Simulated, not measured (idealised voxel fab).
Documented hereafter: the process module known as voxel capacitor over wiring.
The width of the displayed cross-section, cut, is 165 nm; its cells are square, with a size of 5 nm.
If you're reading a cross-section in this doc, picture square cells in a grid; it comes to you as bands, top ones listed first down to the bottom, and a band can be one or more rows of cells.
In this notation a band is specified by the heights of its top and bottom, in that order and in nm, after which its materials appear from left to right, each paired with its width in nm. The word "full width" attached to a single material means that material fills the band from edge to edge; the word "blank" stands for empty space.
It should be noted that heights are counted from 0, beneath which the wafer as supplied is of one material throughout, and that the lowest band possesses no lower boundary but continues downward, as written in "z 0 and below".
Top row gets the first number, bottom row gets the second, and each row in between changes by the same step: that is how a band width like "30 to 40" works.
"nothing different" (step): cross-section cells unchanged, all of them.
In the "Tabulated closed voids" entry, you get each enclosed empty space of 8 cells or more, one with no open way to the top, written width x height at distance, distance from the left edge, in nm.
Step line, after settings: the simulator's comment on this step.
overlay nm: how far to the right of its planned place the mask lay on this masked step (negative: to the left).

### Process steps foreseen in the plan
| 1 | RECEIVE [material Si] |
| 2 | CONFORMAL_DEP [material SiO2] [thk nm 15] |
| 3 | DIRECTIONAL_DEP [material TiN] [thk nm 5] |
| 4 | DIRECTIONAL_DEP [material W] [thk nm 15] |
| 5 | DIRECTIONAL_DEP [material aC] [thk nm 10] |
| 6 | PATTERN [tone cover] [mask id METAL_1] [material resist] [width nm 30] [pitch nm 80] [thk nm 25] [overlay nm 0] |
| 7 | DIRECTIONAL_ETCH [etch materials aC] [depth nm 10] |
| 8 | STRIP [etch materials resist] |
| 9 | DIRECTIONAL_ETCH [etch materials W] [depth nm 15] |
| 10 | DIRECTIONAL_ETCH [etch materials TiN] [depth nm 5] |
| 11 | STRIP [etch materials aC] |
| 12 | CONFORMAL_DEP [material SiCN] [thk nm 5] |
| 13 | FILL_DEP [material lowk] [thk nm 5] |
| 14 | CMP [height nm 35] |
| 15 | CONFORMAL_DEP [material SiCN] [thk nm 5] |
| 16 | DIRECTIONAL_DEP [material SiO2] [thk nm 15] |
| 17 | MASKED_ETCH [tone open] [mask id PLUG_1] [width nm 15] [etch materials SiO2] [depth nm 15] [overlay nm 0] |
| 18 | MASKED_ETCH [tone open] [mask id PLUG_1] [width nm 15] [etch materials SiCN] [depth nm 5] [overlay nm 0] |
| 19 | EPI [material Ru] [thk nm 10] |
| 20 | EPI [material Ru] [thk nm 10] |
| 21 | DIRECTIONAL_DEP [material TiN] [thk nm 10] |
| 22 | DIRECTIONAL_DEP [material SiN] [thk nm 5] |
| 23 | DIRECTIONAL_DEP [material TiN] [thk nm 5] |
| 24 | PATTERN [tone cover] [mask id UPPER_PLATE] [material resist] [width nm 55] [thk nm 15] [overlay nm 0] |
| 25 | DIRECTIONAL_ETCH [etch materials TiN] [depth nm 5] |
| 26 | DIRECTIONAL_ETCH [etch materials SiN] [depth nm 5] |
| 27 | STRIP [etch materials resist] |
| 28 | MASKED_ETCH [tone cover] [mask id LOWER_PLATE] [width nm 65] [etch materials TiN] [depth nm 10] [overlay nm 0] |
| 29 | FILL_DEP [material SiO2] [thk nm 15] |
| 30 | CMP [height nm 85] |
| 31 | MASKED_ETCH [tone open] [mask id PLUG_2] [width nm 15] [etch materials SiO2] [depth nm 10] [overlay nm 0] |
| 32 | CONFORMAL_DEP [material TiN] [thk nm 5] |
| 33 | FILL_DEP [material Cu] [thk nm 5] |
| 34 | CMP [height nm 85] |
| 35 | CONFORMAL_DEP [material SiN] [thk nm 5] |

### Cross-sectional view of the wafer in its as-received condition, corresponding to the state after step 1
> z 0 and below  Si full width
> Tabulated closed voids: none

### Here's the wafer cut in cross-section after the module, started and planned just like above, except one thing was done wrong in the run
> z 90 to 85  SiN full width
> z 85 to 80  SiO2 50 / TiN 5 / Cu 5 / TiN 5 / SiO2 100
> z 80 to 70  SiO2 50 to 55 / TiN 15 to 40 / SiO2 100 to 70
> z 70 to 65  SiO2 55 / SiN 40 / SiO2 70
> z 65 to 55  SiO2 35 / TiN 5 / SiO2 15 / TiN 45 / SiO2 65
> z 55 to 50  SiO2 40 / TiN 15 / SiO2 110
> z 50 to 45  SiO2 40 / SiN 15 / SiO2 110
> z 45 to 40  SiO2 40 / TiN 15 / SiO2 110
> z 40 to 35  SiCN 40 / TiN 15 / SiCN 110
> z 35 to 30  lowk 20 / SiCN 40 / lowk 40 / SiCN 40 / lowk 25
> z 30 to 20  lowk 20 / SiCN 5 / W 30 / SiCN 5 / lowk 40 / SiCN 5 / W 30 / SiCN 5 / lowk 25
> z 20 to 15  SiCN 25 / W 30 / SiCN 50 / W 30 / SiCN 30
> z 15 to 0  SiO2 full width
> z 0 and below  Si full width
> Tabulated closed voids: none
Which mistake was made when the wafer was run? step 3 of the plan was excluded from execution and never run
